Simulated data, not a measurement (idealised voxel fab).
The following process module bears the name voxel wiring stack.
The figure presents cross-section cut, which has a width of 255 nm and is divided into square cells with an edge length of 5 nm.
The cross-sections in this document take the form of a grid made of square cells. They are written out as bands, in order from top to bottom. Each band consists of one or more rows of cells.
Read a band's entry like this: the first values are the height of its top and the height of its bottom in nm, and what follows is the sequence of materials from left to right, each with its width in nm. Note that "empty" is empty space, and that a single material marked "all across" reaches across the band from edge to edge.
Beneath 0, the wafer as received is one material, and that level is where height counting begins. The lowest band goes on downward without a bottom; it is written like "0..down".
You'd read "30->40" like this: the band's top row of cells is as wide as the first number, its bottom row is as wide as the second, and going down, every row changes width by the same amount as the row before did.
Where a step carries "all unchanged", the cross-section came out of it unchanged, cell for cell.
Basically, "Closed void roster" tells you about the enclosed voids: empty spaces with no open way to the top, 8 cells or bigger, each written width x height at distance, where distance is from the left edge, all in nm.
Text after the settings on a step's line: the simulator's own remark on that step.
When a step includes a mask, the "overlay nm" setting on its line states how far to the right of its planned place that mask lay, and negative values state how far to the left.

Process steps (planned)
1. op RECEIVE | material Si
2. op CONFORMAL_DEP | material SiO2 | thk nm 15
3. op DIRECTIONAL_DEP | material TiN | thk nm 5
4. op DIRECTIONAL_DEP | material W | thk nm 15
5. op DIRECTIONAL_DEP | material aC | thk nm 10
6. op PATTERN | tone cover | mask id METAL_1 | material resist | width nm 30 | pitch nm 50 | thk nm 25 | overlay nm 0
7. op DIRECTIONAL_ETCH | etch materials aC | depth nm 10
8. op STRIP | etch materials resist
9. op DIRECTIONAL_ETCH | etch materials W | depth nm 15
10. op DIRECTIONAL_ETCH | etch materials TiN | depth nm 5
11. op STRIP | etch materials aC
12. op FILL_DEP | material SiO2 | thk nm 10
13. op CMP | height nm 35
14. op CONFORMAL_DEP | material SiCN | thk nm 5
15. op DIRECTIONAL_DEP | material lowk | thk nm 10
16. op PATTERN | tone open | mask id PLUG_1 | material resist | width nm 15 | pitch nm 50 | thk nm 20 | overlay nm 0
17. op DIRECTIONAL_ETCH | etch materials lowk | depth nm 10
18. op DIRECTIONAL_ETCH | etch materials SiCN | depth nm 5
19. op STRIP | etch materials resist
20. op CONFORMAL_DEP | material TiN | thk nm 5
21. op FILL_DEP | material Ru | thk nm 5
22. op CMP | height nm 50
23. op DIRECTIONAL_DEP | material TiN | thk nm 5
24. op DIRECTIONAL_DEP | material Ru | thk nm 15
25. op DIRECTIONAL_DEP | material aC | thk nm 10
26. op PATTERN | tone cover | mask id METAL_2 | material resist | width nm 30 | pitch nm 50 | thk nm 25 | overlay nm 0
27. op DIRECTIONAL_ETCH | etch materials aC | depth nm 10
28. op STRIP | etch materials resist
29. op DIRECTIONAL_ETCH | etch materials Ru | depth nm 15
30. op DIRECTIONAL_ETCH | etch materials TiN | depth nm 5
31. op STRIP | etch materials aC
32. op CONFORMAL_DEP | material SiCN | thk nm 5
33. op FILL_DEP | material lowk | thk nm 10
34. op CMP | height nm 70
35. op CONFORMAL_DEP | material SiCN | thk nm 5

Delivered wafer in cross-section: state after step 1
* 0..down | Si all across
* Closed void roster: none

The following cross-section depicts the wafer upon conclusion of the module. Processing commenced from the starting condition illustrated above and adhered to the plan illustrated above, save for one mistake in execution
* 75..70 | SiCN all across
* 70..55 | 30 lowk  5 SiCN  30 Ru  5 SiCN  10 lowk  5 SiCN  30 Ru  5 SiCN  10 lowk  5 SiCN  30 Ru  5 SiCN  10 lowk  5 SiCN  30 Ru  5 SiCN  35 lowk
* 55..50 | 35 SiCN  30 TiN  20 SiCN  30 TiN  20 SiCN  30 TiN  20 SiCN  30 TiN  40 SiCN
* 50..40 | 35 lowk  5 aC  5 Ru  5 aC  35 lowk  5 aC  5 Ru  5 aC  35 lowk  5 aC  5 Ru  5 aC  35 lowk  5 aC  5 Ru  5 aC  55 lowk
* 40..35 | 35 SiCN  15 aC  35 SiCN  15 aC  35 SiCN  15 aC  35 SiCN  15 aC  55 SiCN
* 35..20 | 35 SiO2  30 W  20 SiO2  30 W  20 SiO2  30 W  20 SiO2  30 W  40 SiO2
* 20..15 | 35 SiO2  30 TiN  20 SiO2  30 TiN  20 SiO2  30 TiN  20 SiO2  30 TiN  40 SiO2
* 15..0 | SiO2 all across
* 0..down | Si all across
* Closed void roster: none
Short version of what went wrong: it should be noted that step 20 was executed with settings other than those planned, the operation and settings actually applied being op CONFORMAL_DEP | material aC | thk nm 5
